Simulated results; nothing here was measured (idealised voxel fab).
The name of this process module is voxel trench capacitor.
In the cross-section labelled cut, the width is 285 nm and each square cell is 5 nm.
When this document writes out a cross-section, it uses a grid of square cells and lists it as bands, beginning at the top and moving down, with a band standing for one or more rows of cells.
Quick guide to a band line: top height, bottom height (nm) up front; then every material left to right with its width in nm. Only one material and it's marked "everywhere"? Then it fills the band edge to edge. And "blank" just means empty space.
Basically, 0 is our baseline, since under it the wafer straight out of the box is all one material. The bottom band has no lower end and keeps on going down, so it looks like "top 0, no bottom".
Think of "30..40" as a width that walks from the first number to the second as you go down the band, top row to bottom row, taking equal-sized steps from row to row.
"no change", as given for a step, is the statement that not any cell of the cross-section underwent a change during that step.
Entry "Enclosed void entries". Content: empty spaces with no open connection to the top, size 8 cells or greater. Each: width x height at distance. Distance: from left edge. Unit: nm.
It should be noted that, on the line of a given step, the content following the step's settings is a remark produced by the simulator itself with respect to that step.
"overlay nm" on a masked step: distance the mask lay right of its planned place, negative for left.

Process steps (planned):
| 1 | RECEIVE: material Si |
| 2 | CONFORMAL_DEP: material SiN, thk nm 10 |
| 3 | MASKED_ETCH: tone open, mask id TRENCH, width nm 15, pitch nm 35, etch materials SiN, depth nm 10, overlay nm -15 |
| 4 | MASKED_ETCH: tone open, mask id TRENCH, width nm 15, pitch nm 35, etch materials Si, depth nm 25, overlay nm 0 |
| 5 | CONFORMAL_DEP: material Al2O3, thk nm 5 |
| 6 | FILL_DEP: material polySi, thk nm 10 |
| 7 | CMP: height nm 10 |
Heads up: all these wafers start the same, and what changes between them is the overlay nm in step 3. The value you see in the plan is just what the first wafer got.

First wafer as received, after step 1:
  top 0, no bottom  Si everywhere
  Enclosed void entries: none

Module end state after final step 7: cross-section of the first of several wafers:
  top 10, bottom 5  100 of SiN / 5 of Al2O3 / 5 of polySi / 5 of Al2O3 / 20 of SiN / 5 of Al2O3 / 5 of polySi / 5 of Al2O3 / 135 of SiN
  top 5, bottom 0  100 of SiN / 15 of Al2O3 / 20 of SiN / 15 of Al2O3 / 135 of SiN
  top 0, no bottom  Si everywhere
  Enclosed void entries: none

Of the several wafers, the last: cross-section at the end of the module:
  top 10, bottom 5  130 of SiN / 5 of Al2O3 / 5 of polySi / 5 of Al2O3 / 20 of SiN / 5 of Al2O3 / 5 of polySi / 5 of Al2O3 / 105 of SiN
  top 5, bottom 0  130 of SiN / 15 of Al2O3 / 20 of SiN / 15 of Al2O3 / 105 of SiN
  top 0, no bottom  Si everywhere
  Enclosed void entries: none

The table below has one row for each wafer; a row shows, as of the end of the module, how many cells of each material the wafer has gained, marked (+), or lost, marked (-), since it was received, and then the wafer's closed voids:
overlay nm -15; +10 Al2O3; +102 SiN; +2 polySi; Enclosed void entries: none
overlay nm -10; +20 Al2O3; -10 Si; +102 SiN; +2 polySi; Enclosed void entries: none
overlay nm -5; +30 Al2O3; -20 Si; +102 SiN; +2 polySi; Enclosed void entries: none
overlay nm 0; +30 Al2O3; -30 Si; +102 SiN; +12 polySi; Enclosed void entries: none
overlay nm 5; +30 Al2O3; -20 Si; +102 SiN; +2 polySi; Enclosed void entries: none
overlay nm 10; +20 Al2O3; -10 Si; +102 SiN; +2 polySi; Enclosed void entries: none
overlay nm 15; +10 Al2O3; +102 SiN; +2 polySi; Enclosed void entries: none
